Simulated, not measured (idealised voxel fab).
voxel ribs on slabs: a process module
Cross-section cut: width 295 nm, square cells of 5 nm.
In what follows, cross-sections appear as grids of square cells, described through bands that run from the top down, where every band is one or more rows of cells.
The entry gives the band's vertical extent as a top height and a bottom height in nm, then its horizontal make-up as materials from left to right, each with a width in nm. "empty" stands for empty space; a single material marked "edge to edge" fills the band edge to edge.
Height is counted from the level 0, under which the received wafer is composed throughout of one material. The lowest of the bands is not closed at the bottom but continues downward, in the notation "0 -> down".
The two numbers in a width such as "30->40" mark its ends across the band: the first belongs to the top row of cells, the second to the bottom row, and from each row to the next the width moves by the same amount.
You'll sometimes find "no modifications" written for a step, and that's the way of saying that nowhere in the cross-section did a cell change during that step.
For the entry "Closed void listing", the listed items are empty spaces with no open way to the top whose size is 8 cells or more; each item follows the pattern width x height at distance, where distance is from the left edge and all three are in nm.
after a step's settings: what the simulator itself notes on the step
The setting "overlay nm" may be written on the line of a step. When the step uses a mask, the value reports how far to the right of the planned place the mask lay, and a negative value reports that it lay to the left.
-- Below is the list of planned process steps
1) op RECEIVE | material Si
2) op DIRECTIONAL_DEP | material SiO2 | thk nm 25
3) op DIRECTIONAL_DEP | material SiN | thk nm 25
4) op PATTERN | tone cover | mask id RIB | material resist | width nm 25 | thk nm 20 | overlay nm 0
5) op DIRECTIONAL_ETCH | etch materials SiN | depth nm 15
6) op STRIP | etch materials resist
7) op MASKED_ETCH | tone cover | mask id SLAB | width nm 85 | etch materials SiN | depth nm 10 | overlay nm 0
8) op FILL_DEP | material SiO2 | thk nm 25
9) op CMP | height nm 65
10) op DIRECTIONAL_DEP | material TiN | thk nm 5
11) op PATTERN | tone cover | mask id HEATER | material resist | width nm 35 | thk nm 15 | overlay nm 0
12) op DIRECTIONAL_ETCH | etch materials TiN | depth nm 5
13) op STRIP | etch materials resist
14) op CONFORMAL_DEP | material SiN | thk nm 5
-- first wafer, as planned
-- Step 1 complete: cross-section of the wafer as received
	0 -> down = Si edge to edge
	Closed void listing: none
-- You're looking at a cross-section of the wafer after step 2
	25 -> 0 = SiO2 edge to edge
	Everything below 0 is unchanged.
-- You're looking at a cross-section of the wafer after step 3
	50 -> 25 = SiN edge to edge
	Everything below 25 is unchanged.
-- You're looking at a cross-section of the wafer after step 4
	70 -> 50 = empty: 135, then resist: 25, then empty: 135
	Everything below 50 is unchanged.
-- You're looking at a cross-section of the wafer after step 5
	70 -> 50 = empty: 135, then resist: 25, then empty: 135
	50 -> 35 = empty: 135, then SiN: 25, then empty: 135
	Everything below 35 is unchanged.
-- You're looking at a cross-section of the wafer after step 6
	50 -> 35 = empty: 135, then SiN: 25, then empty: 135
	Everything below 35 is unchanged.
-- You're looking at a cross-section of the wafer after step 7
	50 -> 35 = empty: 135, then SiN: 25, then empty: 135
	35 -> 25 = empty: 105, then SiN: 85, then empty: 105
	Everything below 25 is unchanged.
-- You're looking at a cross-section of the wafer after step 8
	75 -> 50 = SiO2 edge to edge
	50 -> 35 = SiO2: 135, then SiN: 25, then SiO2: 135
	35 -> 25 = SiO2: 105, then SiN: 85, then SiO2: 105
	Everything below 25 is unchanged.
-- You're looking at a cross-section of the wafer after step 9
	65 -> 50 = SiO2 edge to edge
	Everything below 50 is unchanged.
-- You're looking at a cross-section of the wafer after step 10
	70 -> 65 = TiN edge to edge
	Everything below 65 is unchanged.
-- You're looking at a cross-section of the wafer after step 11
	85 -> 70 = empty: 130, then resist: 35, then empty: 130
	Everything below 70 is unchanged.
-- You're looking at a cross-section of the wafer after step 12
	85 -> 70 = empty: 130, then resist: 35, then empty: 130
	70 -> 65 = empty: 130, then TiN: 35, then empty: 130
	Everything below 65 is unchanged.
-- You're looking at a cross-section of the wafer after step 13
	70 -> 65 = empty: 130, then TiN: 35, then empty: 130
	Everything below 65 is unchanged.
-- You're looking at a cross-section of the wafer after step 14
	75 -> 70 = empty: 125, then SiN: 45, then empty: 125
	70 -> 65 = SiN: 130, then TiN: 35, then SiN: 130
	Everything below 65 is unchanged.
-- Wafer two. Same start, same plan, one slip in execution. Same as wafer one through step 13, inclusive
when step 14 should have ended: no modifications
Which mistake was made when the wafer was run? step 14 from the plan never happened, it was just skipped
Counted in cells at the end, the second wafer holds more or fewer of these materials than the first: 61 fewer of SiN
